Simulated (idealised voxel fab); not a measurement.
The document below concerns the process module designated voxel plated lines.
This is section cut - it's 295 nm across, gridded in 5 nm square cells.
Cross-sections here: square-cell grids, written as top-down lists of bands, a band being one or more rows of cells. Top, bottom (nm), then materials left to right with widths (nm); lone material tagged "everywhere" fills the whole band edge to edge; "blank" = empty space. A quick word on heights: they are counted from 0, and under that level the wafer as it came to us is one material throughout. The lowest band is different from the rest in having no bottom; it simply continues downward, written as in "0 nm and below". Width "30 to 40": first value at the band's top row of cells, second value at its bottom row, equal change from row to row. Where a step carries "nothing altered", the cross-section came out of it unchanged, cell for cell. The entry "Closed empty spaces" lists the empty spaces that cover at least 8 cells and have no open path to the top. Each is written as width x height at distance, where the distance is measured from the left edge and all three values are in nm. On each step's line, the part that comes after the settings is the simulator's own comment on the step. overlay nm: mask right of planned place by this much (step with mask). Neg. = left.

PROCESS STEPS FORESEEN IN THE PLAN
- 1: RECEIVE (material Si)
- 2: CONFORMAL_DEP (material Al2O3; thk nm 15)
- 3: DIRECTIONAL_DEP (material TiN; thk nm 5)
- 4: PATTERN (tone open; mask id LINES; material resist; width nm 30; pitch nm 55; thk nm 20; overlay nm 0)
- 5: EPI (material Ru; thk nm 5)
- 6: STRIP (etch materials resist)
- 7: DIRECTIONAL_ETCH (etch materials TiN; depth nm 5)
- 8: CONFORMAL_DEP (material SiN; thk nm 10)

AS RECEIVED, AFTER STEP 1
	0 nm and below  Si everywhere
	Closed empty spaces: none

ONE MISTAKE IN RUNNING THE MODULE, OTHERWISE START AND PLAN AS ABOVE: CROSS-SECTION AT THE END
	35 nm to 25 nm  SiN 115 | blank 10 | SiN 45 | blank 10 | SiN 115
	25 nm to 20 nm  Ru 105 | SiN 30 | Ru 25 | SiN 30 | Ru 105
	20 nm to 15 nm  TiN 105 | SiN 30 | TiN 25 | SiN 30 | TiN 105
	15 nm to 0 nm  Al2O3 everywhere
	0 nm and below  Si everywhere
	Closed empty spaces: none
Where did the run depart from the plan? it should be noted that step 4 was executed with settings other than those planned, the operation and settings actually applied being PATTERN (tone cover; mask id LINES; material resist; width nm 30; pitch nm 55; thk nm 20; overlay nm 0)
